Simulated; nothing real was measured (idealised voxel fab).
Process module heading - voxel released beams
Section cut is 290 nm wide and gridded with 5 nm square cells.
A cross-section is written here as square cells arranged in a grid, and it is given in bands from the top down, each band taking up one or more rows of cells.
A band entry consists of two parts. The first gives the height of the band's top and the height of its bottom, in nm. The rest lists the band's materials from left to right, each with its width in nm. A single material labelled with the word "full width" fills the band from edge to edge, and the word "air" marks empty space.
Heights from 0 (as-received wafer is one material below). Bottom band endless downward, as "top 0, no bottom".
The two numbers in a width such as "30 to 40" mark its ends across the band: the first belongs to the top row of cells, the second to the bottom row, and from each row to the next the width moves by the same amount.
"changes: none", as given for a step, is the statement that not any cell of the cross-section underwent a change during that step.
This entry, "Sealed cavities", enumerates those empty regions of no fewer than 8 cells that possess no open connection to the top. Each region is reported in the form width x height at distance, the distance being taken from the left edge, with all three quantities expressed in nm.
Anything after a step's settings on that line? It's the simulator's own note about the step.
overlay nm: mask offset rightward from planned place, masked step; negative means leftward offset.
-- The steps planned for the process are as follows
1: RECEIVE with material Si
2: CONFORMAL_DEP with material SiN, thk nm 5
3: DIRECTIONAL_DEP with material SiO2, thk nm 15
4: DIRECTIONAL_DEP with material aC, thk nm 10
5: PATTERN with tone open, mask id ANCHOR, material resist, width nm 35, thk nm 25, overlay nm 0
6: DIRECTIONAL_ETCH with etch materials aC, depth nm 10
7: STRIP with etch materials resist
8: DIRECTIONAL_ETCH with etch materials SiO2, depth nm 15
9: STRIP with etch materials aC
10: CONFORMAL_DEP with material TiN, thk nm 15
11: PATTERN with tone cover, mask id BEAM, material resist, width nm 95, thk nm 20, overlay nm 0
12: DIRECTIONAL_ETCH with etch materials TiN, depth nm 15
13: STRIP with etch materials resist
14: STRIP with etch materials SiO2
-- First wafer, two in total, run as planned
-- Cross-section of the incoming wafer, state after step 1
> top 0, no bottom = Si full width
> Sealed cavities: none
-- Cross-sectional representation of the wafer at the conclusion of step 2
> top 5, bottom 0 = SiN full width
> Lower than 0, everything is as it was.
-- Cross-sectional representation of the wafer at the conclusion of step 3
> top 20, bottom 5 = SiO2 full width
> Lower than 5, everything is as it was.
-- Cross-sectional representation of the wafer at the conclusion of step 4
> top 30, bottom 20 = aC full width
> Lower than 20, everything is as it was.
-- Cross-sectional representation of the wafer at the conclusion of step 5
> top 55, bottom 30 = resist (100) / air (35) / resist (155)
> Lower than 30, everything is as it was.
-- Cross-sectional representation of the wafer at the conclusion of step 6
> top 45, bottom 30 = resist (100) / air (35) / resist (155)
> top 30, bottom 20 = aC (100) / air (35) / aC (155)
> Lower than 20, everything is as it was.
-- Cross-sectional representation of the wafer at the conclusion of step 7
> top 30, bottom 20 = aC (100) / air (35) / aC (155)
> Lower than 20, everything is as it was.
-- Cross-sectional representation of the wafer at the conclusion of step 8
> top 30, bottom 20 = aC (100) / air (35) / aC (155)
> top 20, bottom 5 = SiO2 (100) / air (35) / SiO2 (155)
> Lower than 5, everything is as it was.
-- Cross-sectional representation of the wafer at the conclusion of step 9
> top 20, bottom 5 = SiO2 (100) / air (35) / SiO2 (155)
> Lower than 5, everything is as it was.
-- Cross-sectional representation of the wafer at the conclusion of step 10
> top 35, bottom 20 = TiN (115) / air (5) / TiN (170)
> top 20, bottom 5 = SiO2 (100) / TiN (35) / SiO2 (155)
> Lower than 5, everything is as it was.
-- Cross-sectional representation of the wafer at the conclusion of step 11
> top 55, bottom 35 = air (95) / resist (95) / air (100)
> top 35, bottom 20 = TiN (115) / resist (5) / TiN (170)
> Lower than 20, everything is as it was.
-- Cross-sectional representation of the wafer at the conclusion of step 12
> top 55, bottom 35 = air (95) / resist (95) / air (100)
> top 35, bottom 20 = air (95) / TiN (20) / resist (5) / TiN (70) / air (100)
> Lower than 20, everything is as it was.
-- Cross-sectional representation of the wafer at the conclusion of step 13
> top 35, bottom 20 = air (95) / TiN (20) / air (5) / TiN (70) / air (100)
> Lower than 20, everything is as it was.
-- Cross-sectional representation of the wafer at the conclusion of step 14
> top 35, bottom 20 = air (95) / TiN (20) / air (5) / TiN (70) / air (100)
> top 20, bottom 5 = air (100) / TiN (35) / air (155)
> Lower than 5, everything is as it was.
-- The second wafer began exactly as the first did and followed the same plan, but one mistake was made while running it; through step 4 inclusive, the two wafers are identical
-- What the second wafer looks like in cross-section when step 5 should have wrapped up
> top 55, bottom 30 = resist (105) / air (30) / resist (155)
> Lower than 30, everything is as it was.
-- What the second wafer looks like in cross-section when step 6 should have wrapped up
> top 45, bottom 30 = resist (105) / air (30) / resist (155)
> top 30, bottom 20 = aC (105) / air (30) / aC (155)
> Lower than 20, everything is as it was.
-- What the second wafer looks like in cross-section when step 7 should have wrapped up
> top 30, bottom 20 = aC (105) / air (30) / aC (155)
> Lower than 20, everything is as it was.
-- What the second wafer looks like in cross-section when step 8 should have wrapped up
> top 30, bottom 20 = aC (105) / air (30) / aC (155)
> top 20, bottom 5 = SiO2 (105) / air (30) / SiO2 (155)
> Lower than 5, everything is as it was.
-- What the second wafer looks like in cross-section when step 9 should have wrapped up
> top 20, bottom 5 = SiO2 (105) / air (30) / SiO2 (155)
> Lower than 5, everything is as it was.
-- What the second wafer looks like in cross-section when step 10 should have wrapped up
> top 35, bottom 20 = TiN full width
> top 20, bottom 5 = SiO2 (105) / TiN (30) / SiO2 (155)
> Lower than 5, everything is as it was.
-- What the second wafer looks like in cross-section when step 11 should have wrapped up
> top 55, bottom 35 = air (95) / resist (95) / air (100)
> Lower than 35, everything is as it was.
-- What the second wafer looks like in cross-section when step 12 should have wrapped up
> top 55, bottom 35 = air (95) / resist (95) / air (100)
> top 35, bottom 20 = air (95) / TiN (95) / air (100)
> Lower than 20, everything is as it was.
-- What the second wafer looks like in cross-section when step 13 should have wrapped up
> top 35, bottom 20 = air (95) / TiN (95) / air (100)
> Lower than 20, everything is as it was.
-- What the second wafer looks like in cross-section when step 14 should have wrapped up
> top 35, bottom 20 = air (95) / TiN (95) / air (100)
> top 20, bottom 5 = air (105) / TiN (30) / air (155)
> Lower than 5, everything is as it was.
It is concluded that the wafer was processed incorrectly with respect to the plan, in that so step 5 ended up running with a different setting than we planned, it ran as PATTERN with tone open, mask id ANCHOR, material resist, width nm 30, thk nm 25, overlay nm 0
At the close, every material occupies the same number of cells on the second wafer as on the first, only in different positions.
